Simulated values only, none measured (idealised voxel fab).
Process module, titled voxel plated lines
Each square cell in cross-section cut measures 5 nm, and the section as a whole is 180 nm wide.
Format of a cross-section: grid, square cells. Given as bands. Order: top down. Band: one or more rows of cells. Within each band entry, the heights of the top and of the bottom of the band appear first, in that order and in nm; the materials of the band then follow from left to right, each with its corresponding width in nm. The designation "all across" on a single material indicates that it fills the band from edge to edge; the designation "blank" indicates empty space. Height is counted from the level 0, under which the received wafer is composed throughout of one material. The lowest of the bands is not closed at the bottom but continues downward, in the notation "z 0 and below". Quick explanation for "30->40": the width changes in equal steps down the rows of cells, from the first number in the band's top row to the second number in its bottom row. "nothing changed" means the step left every cell of the cross-section as it was. Enclosed voids (no open way to top), threshold 8 cells or more, entry "Sealed-off cavities", notation width x height at distance, distance from left edge, nm. Heads up: the bit after the settings on a step's line is the simulator's remark on that step. overlay nm: step with mask; distance mask lay right of planned place; negative value = left of planned place.
Process steps - plan
1,op RECEIVE | material Si
2,op CONFORMAL_DEP | material SiN | thk nm 10
3,op DIRECTIONAL_DEP | material TiN | thk nm 5
4,op PATTERN | tone open | mask id LINES | material resist | width nm 15 | pitch nm 40 | thk nm 30 | overlay nm 0
5,op EPI | material Ru | thk nm 10
6,op EPI | material Ru | thk nm 10
7,op STRIP | etch materials resist
8,op DIRECTIONAL_ETCH | etch materials TiN | depth nm 5
9,op CONFORMAL_DEP | material SiCN | thk nm 10
Wafer as received: cross-section following step 1
- z 0 and below = Si all across
- Sealed-off cavities: none
The first of the two wafers as seen in cross-section once the module was finished; processing followed the plan
- z 45 to 35 = blank (10) | SiCN (35) | blank (5) | SiCN (35) | blank (5) | SiCN (35) | blank (5) | SiCN (35) | blank (15)
- z 35 to 20 = blank (10) | SiCN (10) | Ru (15) | SiCN (10) | blank (5) | SiCN (10) | Ru (15) | SiCN (10) | blank (5) | SiCN (10) | Ru (15) | SiCN (10) | blank (5) | SiCN (10) | Ru (15) | SiCN (10) | blank (15)
- z 20 to 15 = SiCN (20) | Ru (15) | SiCN (25) | Ru (15) | SiCN (25) | Ru (15) | SiCN (25) | Ru (15) | SiCN (25)
- z 15 to 10 = SiCN (20) | TiN (15) | SiCN (25) | TiN (15) | SiCN (25) | TiN (15) | SiCN (25) | TiN (15) | SiCN (25)
- z 10 to 0 = SiN all across
- z 0 and below = Si all across
- Sealed-off cavities: none
Wafer two (of two), end-of-module cross-section: start = wafer one, plan = wafer one, one run mistake
- z 45 to 35 = blank (10) | SiCN (160) | blank (10)
- z 35 to 20 = blank (10) | SiCN (10) | Ru (20) | SiCN (20) | Ru (20) | SiCN (20) | Ru (20) | SiCN (20) | Ru (20) | SiCN (10) | blank (10)
- z 20 to 15 = SiCN (20) | Ru (20) | SiCN (20) | Ru (20) | SiCN (20) | Ru (20) | SiCN (20) | Ru (20) | SiCN (20)
- z 15 to 10 = SiCN (20) | TiN (20) | SiCN (20) | TiN (20) | SiCN (20) | TiN (20) | SiCN (20) | TiN (20) | SiCN (20)
- z 10 to 0 = SiN all across
- z 0 and below = Si all across
- Sealed-off cavities: none
Which mistake was made when the wafer was run? note that step 4 departed from the planned setting and was carried out as op PATTERN | tone open | mask id LINES | material resist | width nm 20 | pitch nm 40 | thk nm 30 | overlay nm 0
Once processing is complete, comparing cell counts shows that the second wafer has more or fewer of certain materials than the first: Ru: 16 more; TiN: 4 more
